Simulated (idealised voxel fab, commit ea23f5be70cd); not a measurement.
Documented hereafter: the process module known as voxel ribs on slabs.
This is section cut - it's 200 nm across, gridded in 5 nm square cells.
The cross-sections in this document take the form of a grid made of square cells. They are written out as bands, in order from top to bottom. Each band consists of one or more rows of cells.
Look at the band entry: it leads with the top's height and the bottom's height in nm. Then it lists the materials left to right, with a width in nm for each. The word "throughout" on a single material says that material fills the band edge to edge. The word "air" is empty space.
A quick word on heights: they are counted from 0, and under that level the wafer as it came to us is one material throughout. The lowest band is different from the rest in having no bottom; it simply continues downward, written as in "0 nm and below".
When a width is written as two numbers, as in "30->40", the first number is the width in the top row of cells of the band and the second is the width in its bottom row, and the width changes by the same amount from each row to the next.
"left unchanged" for a step: no cell of the cross-section changed in that step.
Any empty space of 8 cells or more lacking an open way to the top shows up in "Sealed void list" as width x height at distance, distance from the left edge, in nm.
Formally, on a step line, whatever follows the settings is a remark that the simulator itself makes on the step.
overlay nm: for a step with a mask, the amount by which the mask lay right of where it was planned; a negative amount means left of it.
Listed below are the process steps as planned
- 1: RECEIVE | material Si
- 2: DIRECTIONAL_DEP | material SiO2 | thk nm 25
- 3: DIRECTIONAL_DEP | material SiN | thk nm 25
- 4: MASKED_ETCH | tone cover | mask id RIB | width nm 25 | etch materials SiN | depth nm 20 | overlay nm 0
- 5: DIRECTIONAL_DEP | material aC | thk nm 15
- 6: PATTERN | tone cover | mask id SLAB | material resist | width nm 55 | thk nm 30 | overlay nm 0
- 7: DIRECTIONAL_ETCH | etch materials aC | depth nm 15
- 8: STRIP | etch materials resist
- 9: DIRECTIONAL_ETCH | etch materials SiN | depth nm 5
- 10: STRIP | etch materials aC
- 11: FILL_DEP | material SiO2 | thk nm 20
- 12: CMP | height nm 60
- 13: DIRECTIONAL_DEP | material W | thk nm 5
- 14: MASKED_ETCH | tone cover | mask id HEATER | width nm 35 | etch materials W | depth nm 5 | overlay nm 0
- 15: CONFORMAL_DEP | material SiN | thk nm 10
Incoming wafer, cross-sectional view, post step 1
0 nm and below | Si throughout
Sealed void list: none
The following cross-section depicts the wafer upon conclusion of the module. Processing commenced from the starting condition illustrated above and adhered to the plan illustrated above, save for one mistake in execution
75 nm to 70 nm | air 70 nm / SiN 55 nm / air 75 nm
70 nm to 65 nm | SiN throughout
65 nm to 60 nm | SiN 80 nm / W 35 nm / SiN 85 nm
60 nm to 45 nm | SiO2 throughout
45 nm to 25 nm | SiO2 85 nm / SiN 25 nm / SiO2 90 nm
25 nm to 20 nm | SiO2 70 nm / SiN 55 nm / SiO2 75 nm
20 nm to 0 nm | SiO2 throughout
0 nm and below | Si throughout
Sealed void list: none
Error vs. plan: step 2 was processed under conditions differing from the plan, specifically as DIRECTIONAL_DEP | material SiO2 | thk nm 20
